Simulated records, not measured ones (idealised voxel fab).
Process module name: voxel wiring stack
Square cells of 5 nm make up the cross-section cut, whose width is 165 nm.
If you're reading a cross-section in this doc, picture square cells in a grid; it comes to you as bands, top ones listed first down to the bottom, and a band can be one or more rows of cells.
Band: top and bottom heights (nm) first, top before bottom; then materials from left to right, widths in nm. "everywhere" marks a sole material filling the band edge to edge. "empty" denotes empty space.
Heights from 0 (as-received wafer is one material below). Bottom band endless downward, as "0 and below".
You'd read "30 to 40" like this: the band's top row of cells is as wide as the first number, its bottom row is as wide as the second, and going down, every row changes width by the same amount as the row before did.
It should be understood that the words "identical to before", when stated for a given step, signify that the cross-section underwent no change in any of its cells during that step.
So "Enclosed internal voids" is basically the list of trapped voids: any empty space of 8 cells or more that can't reach the top through an opening. They're written width x height at distance, the distance being from the left edge, and it's all nm.
Heads up: the bit after the settings on a step's line is the simulator's remark on that step.
What "overlay nm" on a step's line means: if the step has a mask, that mask lay this far to the right of its planned place, or, when the value is negative, to the left.
Process steps foreseen in the plan:
step 1: RECEIVE with material Si
step 2: CONFORMAL_DEP with material SiO2, thk nm 10
step 3: CONFORMAL_DEP with material SiCN, thk nm 5
step 4: DIRECTIONAL_DEP with material lowk, thk nm 25
step 5: MASKED_ETCH with tone open, mask id METAL_1, width nm 30, pitch nm 45, etch materials lowk, depth nm 25, overlay nm 0
step 6: MASKED_ETCH with tone open, mask id METAL_1, width nm 30, pitch nm 45, etch materials SiCN, depth nm 5, overlay nm 0
step 7: CONFORMAL_DEP with material TiN, thk nm 5
step 8: FILL_DEP with material Cu, thk nm 5
step 9: CMP with height nm 40
step 10: EPI with material Ru, thk nm 5
step 11: FILL_DEP with material SiCN, thk nm 5
step 12: DIRECTIONAL_DEP with material SiO2, thk nm 30
step 13: MASKED_ETCH with tone open, mask id METAL_2_HOLES, width nm 15, pitch nm 45, etch materials SiO2, depth nm 30, overlay nm 0
step 14: PATTERN with tone open, mask id METAL_2, material resist, width nm 30, pitch nm 45, thk nm 20, overlay nm 0
step 15: DIRECTIONAL_ETCH with etch materials SiO2, depth nm 20
step 16: DIRECTIONAL_ETCH with etch materials SiCN, depth nm 5
step 17: STRIP with etch materials resist
step 18: CONFORMAL_DEP with material TiN, thk nm 5
step 19: FILL_DEP with material Cu, thk nm 10
step 20: CMP with height nm 80
step 21: CONFORMAL_DEP with material SiCN, thk nm 5
step 22: DIRECTIONAL_DEP with material lowk, thk nm 20
step 23: PATTERN with tone open, mask id PLUG_2, material resist, width nm 15, thk nm 15, overlay nm 0
step 24: DIRECTIONAL_ETCH with etch materials lowk, depth nm 20
step 25: DIRECTIONAL_ETCH with etch materials SiCN, depth nm 5
step 26: STRIP with etch materials resist
step 27: CONFORMAL_DEP with material TiN, thk nm 5
step 28: FILL_DEP with material Cu, thk nm 10
step 29: CMP with height nm 105
step 30: CONFORMAL_DEP with material SiCN, thk nm 5
step 31: DIRECTIONAL_DEP with material SiO2, thk nm 25
step 32: MASKED_ETCH with tone open, mask id METAL_3, width nm 30, pitch nm 45, etch materials SiO2, depth nm 25, overlay nm 0
step 33: MASKED_ETCH with tone open, mask id METAL_3, width nm 30, pitch nm 45, etch materials SiCN, depth nm 5, overlay nm 0
step 34: CONFORMAL_DEP with material TiN, thk nm 5
step 35: FILL_DEP with material Ru, thk nm 5
step 36: CMP with height nm 135
step 37: CONFORMAL_DEP with material SiCN, thk nm 5
step 38: DIRECTIONAL_DEP with material lowk, thk nm 10
step 39: MASKED_ETCH with tone open, mask id PLUG_3, width nm 15, etch materials lowk, depth nm 10, overlay nm 0
step 40: MASKED_ETCH with tone open, mask id PLUG_3, width nm 15, etch materials SiCN, depth nm 5, overlay nm 0
step 41: CONFORMAL_DEP with material TiN, thk nm 5
step 42: FILL_DEP with material W, thk nm 10
step 43: CMP with height nm 150
step 44: CONFORMAL_DEP with material SiN, thk nm 5
step 45: DIRECTIONAL_DEP with material SiO2, thk nm 20
step 46: MASKED_ETCH with tone open, mask id METAL_4, width nm 30, pitch nm 45, etch materials SiO2, depth nm 20, overlay nm 0
step 47: MASKED_ETCH with tone open, mask id METAL_4, width nm 30, pitch nm 45, etch materials SiN, depth nm 5, overlay nm 0
step 48: CONFORMAL_DEP with material TiN, thk nm 5
step 49: FILL_DEP with material Cu, thk nm 10
step 50: CMP with height nm 175
step 51: EPI with material Ru, thk nm 5
step 52: FILL_DEP with material SiCN, thk nm 5
First wafer, as planned:
As-received state of the wafer in cross-section, equivalent to post-step 1:
0 and below  Si everywhere
Enclosed internal voids: none
After step 2:
10 down to 0  SiO2 everywhere
Below 0, the layers are the same as they were.
After step 3:
15 down to 10  SiCN everywhere
Below 10, the layers are the same as they were.
After step 4:
40 down to 15  lowk everywhere
Below 15, the layers are the same as they were.
After step 5:
40 down to 15  lowk=45, empty=30, lowk=15, empty=30, lowk=45
Below 15, the layers are the same as they were.
After step 6:
40 down to 15  lowk=45, empty=30, lowk=15, empty=30, lowk=45
15 down to 10  SiCN=45, empty=30, SiCN=15, empty=30, SiCN=45
Below 10, the layers are the same as they were.
After step 7:
45 down to 40  TiN=50, empty=20, TiN=25, empty=20, TiN=50
40 down to 15  lowk=45, TiN=5, empty=20, TiN=5, lowk=15, TiN=5, empty=20, TiN=5, lowk=45
15 down to 10  SiCN=45, TiN=30, SiCN=15, TiN=30, SiCN=45
Below 10, the layers are the same as they were.
After step 8:
50 down to 45  Cu everywhere
45 down to 40  TiN=50, Cu=20, TiN=25, Cu=20, TiN=50
40 down to 15  lowk=45, TiN=5, Cu=20, TiN=5, lowk=15, TiN=5, Cu=20, TiN=5, lowk=45
Below 15, the layers are the same as they were.
After step 9:
40 down to 15  lowk=45, TiN=5, Cu=20, TiN=5, lowk=15, TiN=5, Cu=20, TiN=5, lowk=45
Below 15, the layers are the same as they were.
After step 10:
45 down to 40  empty=40, Ru=40, empty=5, Ru=40, empty=40
Below 40, the layers are the same as they were.
After step 11:
50 down to 45  SiCN everywhere
45 down to 40  SiCN=40, Ru=40, SiCN=5, Ru=40, SiCN=40
Below 40, the layers are the same as they were.
After step 12:
80 down to 50  SiO2 everywhere
Below 50, the layers are the same as they were.
After step 13:
80 down to 50  SiO2=45, empty=15, SiO2=30, empty=15, SiO2=60
Below 50, the layers are the same as they were.
After step 14:
100 down to 80  resist=45, empty=30, resist=15, empty=30, resist=45
Below 80, the layers are the same as they were.
After step 15:
100 down to 80  resist=45, empty=30, resist=15, empty=30, resist=45
80 down to 60  SiO2=45, empty=30, SiO2=15, empty=30, SiO2=45
Below 60, the layers are the same as they were.
After step 16:
100 down to 80  resist=45, empty=30, resist=15, empty=30, resist=45
80 down to 60  SiO2=45, empty=30, SiO2=15, empty=30, SiO2=45
60 down to 50  SiO2=45, empty=15, SiO2=30, empty=15, SiO2=60
50 down to 45  SiCN=45, empty=15, SiCN=30, empty=15, SiCN=60
Below 45, the layers are the same as they were.
After step 17:
80 down to 60  SiO2=45, empty=30, SiO2=15, empty=30, SiO2=45
Below 60, the layers are the same as they were.
After step 18:
85 down to 80  TiN=50, empty=20, TiN=25, empty=20, TiN=50
80 down to 65  SiO2=45, TiN=5, empty=20, TiN=5, SiO2=15, TiN=5, empty=20, TiN=5, SiO2=45
65 down to 60  SiO2=45, TiN=5, empty=5, TiN=20, SiO2=15, TiN=5, empty=5, TiN=20, SiO2=45
60 down to 50  SiO2=45, TiN=5, empty=5, TiN=5, SiO2=30, TiN=5, empty=5, TiN=5, SiO2=60
50 down to 45  SiCN=45, TiN=15, SiCN=30, TiN=15, SiCN=60
Below 45, the layers are the same as they were.
After step 19:
95 down to 85  Cu everywhere
85 down to 80  TiN=50, Cu=20, TiN=25, Cu=20, TiN=50
80 down to 65  SiO2=45, TiN=5, Cu=20, TiN=5, SiO2=15, TiN=5, Cu=20, TiN=5, SiO2=45
65 down to 60  SiO2=45, TiN=5, Cu=5, TiN=20, SiO2=15, TiN=5, Cu=5, TiN=20, SiO2=45
60 down to 50  SiO2=45, TiN=5, Cu=5, TiN=5, SiO2=30, TiN=5, Cu=5, TiN=5, SiO2=60
Below 50, the layers are the same as they were.
After step 20:
80 down to 65  SiO2=45, TiN=5, Cu=20, TiN=5, SiO2=15, TiN=5, Cu=20, TiN=5, SiO2=45
Below 65, the layers are the same as they were.
After step 21:
85 down to 80  SiCN everywhere
Below 80, the layers are the same as they were.
After step 22:
105 down to 85  lowk everywhere
Below 85, the layers are the same as they were.
After step 23:
120 down to 105  resist=45, empty=15, resist=105
Below 105, the layers are the same as they were.
After step 24:
120 down to 105  resist=45, empty=15, resist=105
105 down to 85  lowk=45, empty=15, lowk=105
Below 85, the layers are the same as they were.
After step 25:
120 down to 105  resist=45, empty=15, resist=105
105 down to 85  lowk=45, empty=15, lowk=105
85 down to 80  SiCN=45, empty=15, SiCN=105
Below 80, the layers are the same as they were.
After step 26:
105 down to 85  lowk=45, empty=15, lowk=105
Below 85, the layers are the same as they were.
After step 27:
110 down to 105  TiN=50, empty=5, TiN=110
105 down to 85  lowk=45, TiN=5, empty=5, TiN=5, lowk=105
85 down to 80  SiCN=45, TiN=15, SiCN=105
Below 80, the layers are the same as they were.
After step 28:
120 down to 110  Cu everywhere
110 down to 105  TiN=50, Cu=5, TiN=110
105 down to 85  lowk=45, TiN=5, Cu=5, TiN=5, lowk=105
Below 85, the layers are the same as they were.
After step 29:
105 down to 85  lowk=45, TiN=5, Cu=5, TiN=5, lowk=105
Below 85, the layers are the same as they were.
After step 30:
110 down to 105  SiCN everywhere
Below 105, the layers are the same as they were.
After step 31:
135 down to 110  SiO2 everywhere
Below 110, the layers are the same as they were.
After step 32:
135 down to 110  SiO2=45, empty=30, SiO2=15, empty=30, SiO2=45
Below 110, the layers are the same as they were.
After step 33:
135 down to 110  SiO2=45, empty=30, SiO2=15, empty=30, SiO2=45
110 down to 105  SiCN=45, empty=30, SiCN=15, empty=30, SiCN=45
Below 105, the layers are the same as they were.
After step 34:
140 down to 135  TiN=50, empty=20, TiN=25, empty=20, TiN=50
135 down to 110  SiO2=45, TiN=5, empty=20, TiN=5, SiO2=15, TiN=5, empty=20, TiN=5, SiO2=45
110 down to 105  SiCN=45, TiN=30, SiCN=15, TiN=30, SiCN=45
Below 105, the layers are the same as they were.
After step 35:
145 down to 140  Ru everywhere
140 down to 135  TiN=50, Ru=20, TiN=25, Ru=20, TiN=50
135 down to 110  SiO2=45, TiN=5, Ru=20, TiN=5, SiO2=15, TiN=5, Ru=20, TiN=5, SiO2=45
Below 110, the layers are the same as they were.
After step 36:
135 down to 110  SiO2=45, TiN=5, Ru=20, TiN=5, SiO2=15, TiN=5, Ru=20, TiN=5, SiO2=45
Below 110, the layers are the same as they were.
After step 37:
140 down to 135  SiCN everywhere
Below 135, the layers are the same as they were.
After step 38:
150 down to 140  lowk everywhere
Below 140, the layers are the same as they were.
After step 39:
150 down to 140  lowk=45, empty=15, lowk=105
Below 140, the layers are the same as they were.
After step 40:
150 down to 140  lowk=45, empty=15, lowk=105
140 down to 135  SiCN=45, empty=15, SiCN=105
Below 135, the layers are the same as they were.
After step 41:
155 down to 150  TiN=50, empty=5, TiN=110
150 down to 140  lowk=45, TiN=5, empty=5, TiN=5, lowk=105
140 down to 135  SiCN=45, TiN=15, SiCN=105
Below 135, the layers are the same as they were.
After step 42:
165 down to 155  W everywhere
155 down to 150  TiN=50, W=5, TiN=110
150 down to 140  lowk=45, TiN=5, W=5, TiN=5, lowk=105
Below 140, the layers are the same as they were.
After step 43:
150 down to 140  lowk=45, TiN=5, W=5, TiN=5, lowk=105
Below 140, the layers are the same as they were.
After step 44:
155 down to 150  SiN everywhere
Below 150, the layers are the same as they were.
After step 45:
175 down to 155  SiO2 everywhere
Below 155, the layers are the same as they were.
After step 46:
175 down to 155  SiO2=45, empty=30, SiO2=15, empty=30, SiO2=45
Below 155, the layers are the same as they were.
After step 47:
175 down to 155  SiO2=45, empty=30, SiO2=15, empty=30, SiO2=45
155 down to 150  SiN=45, empty=30, SiN=15, empty=30, SiN=45
Below 150, the layers are the same as they were.
After step 48:
180 down to 175  TiN=50, empty=20, TiN=25, empty=20, TiN=50
175 down to 155  SiO2=45, TiN=5, empty=20, TiN=5, SiO2=15, TiN=5, empty=20, TiN=5, SiO2=45
155 down to 150  SiN=45, TiN=30, SiN=15, TiN=30, SiN=45
Below 150, the layers are the same as they were.
After step 49:
190 down to 180  Cu everywhere
180 down to 175  TiN=50, Cu=20, TiN=25, Cu=20, TiN=50
175 down to 155  SiO2=45, TiN=5, Cu=20, TiN=5, SiO2=15, TiN=5, Cu=20, TiN=5, SiO2=45
Below 155, the layers are the same as they were.
After step 50:
175 down to 155  SiO2=45, TiN=5, Cu=20, TiN=5, SiO2=15, TiN=5, Cu=20, TiN=5, SiO2=45
Below 155, the layers are the same as they were.
After step 51:
180 down to 175  empty=40, Ru=40, empty=5, Ru=40, empty=40
Below 175, the layers are the same as they were.
After step 52:
185 down to 180  SiCN everywhere
180 down to 175  SiCN=40, Ru=40, SiCN=5, Ru=40, SiCN=40
Below 175, the layers are the same as they were.
The remaining wafer, second of the two, started like the first and was run to the same plan, except that one mistake was made along the way; the two coincide through step 49, inclusive:
Look at the second wafer in cross-section at the time step 50 ought to have finished:
165 down to 155  SiO2=45, TiN=5, Cu=20, TiN=5, SiO2=15, TiN=5, Cu=20, TiN=5, SiO2=45
Below 155, the layers are the same as they were.
Look at the second wafer in cross-section at the time step 51 ought to have finished:
170 down to 165  empty=40, Ru=40, empty=5, Ru=40, empty=40
Below 165, the layers are the same as they were.
Look at the second wafer in cross-section at the time step 52 ought to have finished:
175 down to 170  SiCN everywhere
170 down to 165  SiCN=40, Ru=40, SiCN=5, Ru=40, SiCN=40
Below 165, the layers are the same as they were.
Here's what went sideways: for step 50, the planned setting was not used; the step was instead run as CMP with height nm 165
Heads up, by the end the second wafer has more or fewer cells of some materials compared to the first: Cu -16, SiO2 -42, TiN -8
